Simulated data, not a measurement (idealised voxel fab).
Process module heading - voxel capacitor over wiring
Cross-section cut spans 200 nm and uses square cells 5 nm in size.
When this document writes out a cross-section, it uses a grid of square cells and lists it as bands, beginning at the top and moving down, with a band standing for one or more rows of cells. Quick guide to a band line: top height, bottom height (nm) up front; then every material left to right with its width in nm. Only one material and it's marked "edge to edge"? Then it fills the band edge to edge. And "empty" just means empty space. Beneath 0, the wafer as received is one material, and that level is where height counting begins. The lowest band goes on downward without a bottom; it is written like "z 0 and below". So if you see something like "30->40" for the width, read it as the top row of the band sitting at the first number and the bottom row at the second, with every row in between moving by the same amount as the last. A step reported as "nothing different" is a step in which no cell of the cross-section changed. Entry "Enclosed voids" = empty spaces >= 8 cells with no open way to the top; each as width x height at distance, distance from left edge, all nm. What comes after the settings on a step's line is commentary from the simulator itself on that step. overlay nm: on a step with a mask, how far right of its planned place the mask lay; negative means left.
**The process steps that were planned are listed below**
1) RECEIVE,material Si
2) CONFORMAL_DEP,material SiO2,thk nm 10
3) CONFORMAL_DEP,material SiCN,thk nm 5
4) DIRECTIONAL_DEP,material SiO2,thk nm 15
5) MASKED_ETCH,tone open,mask id METAL_1,width nm 20,pitch nm 70,etch materials SiO2,depth nm 15,overlay nm 0
6) MASKED_ETCH,tone open,mask id METAL_1,width nm 20,pitch nm 70,etch materials SiCN,depth nm 5,overlay nm 0
7) CONFORMAL_DEP,material TiN,thk nm 5
8) FILL_DEP,material W,thk nm 10
9) CMP,height nm 30
10) CONFORMAL_DEP,material SiCN,thk nm 5
11) DIRECTIONAL_DEP,material lowk,thk nm 20
12) PATTERN,tone open,mask id PLUG_1,material resist,width nm 15,thk nm 20,overlay nm 0
13) DIRECTIONAL_ETCH,etch materials lowk,depth nm 20
14) DIRECTIONAL_ETCH,etch materials SiCN,depth nm 5
15) STRIP,etch materials resist
16) CONFORMAL_DEP,material TiN,thk nm 5
17) FILL_DEP,material Cu,thk nm 10
18) CMP,height nm 55
19) DIRECTIONAL_DEP,material TiN,thk nm 5
20) DIRECTIONAL_DEP,material Al2O3,thk nm 5
21) DIRECTIONAL_DEP,material TiN,thk nm 10
22) MASKED_ETCH,tone cover,mask id UPPER_PLATE,width nm 55,etch materials TiN,depth nm 10,overlay nm 0
23) MASKED_ETCH,tone cover,mask id UPPER_PLATE,width nm 55,etch materials Al2O3,depth nm 5,overlay nm 0
24) MASKED_ETCH,tone cover,mask id LOWER_PLATE,width nm 65,etch materials TiN,depth nm 5,overlay nm 0
25) FILL_DEP,material SiO2,thk nm 15
26) CMP,height nm 85
27) MASKED_ETCH,tone open,mask id PLUG_2,width nm 15,etch materials SiO2,depth nm 10,overlay nm 0
28) CONFORMAL_DEP,material TiN,thk nm 5
29) FILL_DEP,material Cu,thk nm 10
30) CMP,height nm 85
31) CONFORMAL_DEP,material SiN,thk nm 5
**Step 1 complete: cross-section of the wafer as received**
z 0 and below  Si edge to edge
Enclosed voids: none
**The following cross-section depicts the wafer upon conclusion of the module. Processing commenced from the starting condition illustrated above and adhered to the plan illustrated above, save for one mistake in execution**
z 90 to 85  SiN edge to edge
z 85 to 80  SiO2=70  TiN=5  Cu=5  TiN=5  SiO2=115
z 80 to 75  SiO2=70  TiN=15  SiO2=115
z 75 to 65  SiO2=60  TiN=55  SiO2=85
z 65 to 60  SiO2=60  Al2O3=55  SiO2=85
z 60 to 55  SiO2=55  TiN=65  SiO2=80
z 55 to 35  lowk=60  TiN=5  Cu=5  TiN=5  lowk=125
z 35 to 30  SiCN=60  TiN=15  SiCN=125
z 30 to 25  W edge to edge
z 25 to 20  TiN=60  W=10  TiN=60  W=10  TiN=60
z 20 to 5  SiO2=55  TiN=5  W=10  TiN=5  SiO2=50  TiN=5  W=10  TiN=5  SiO2=55
z 5 to 0  SiCN=55  TiN=20  SiCN=50  TiN=20  SiCN=55
z 0 and below  Si edge to edge
Enclosed voids: none
Plan not followed: it should be noted that step 2 of the plan was omitted and was not performed
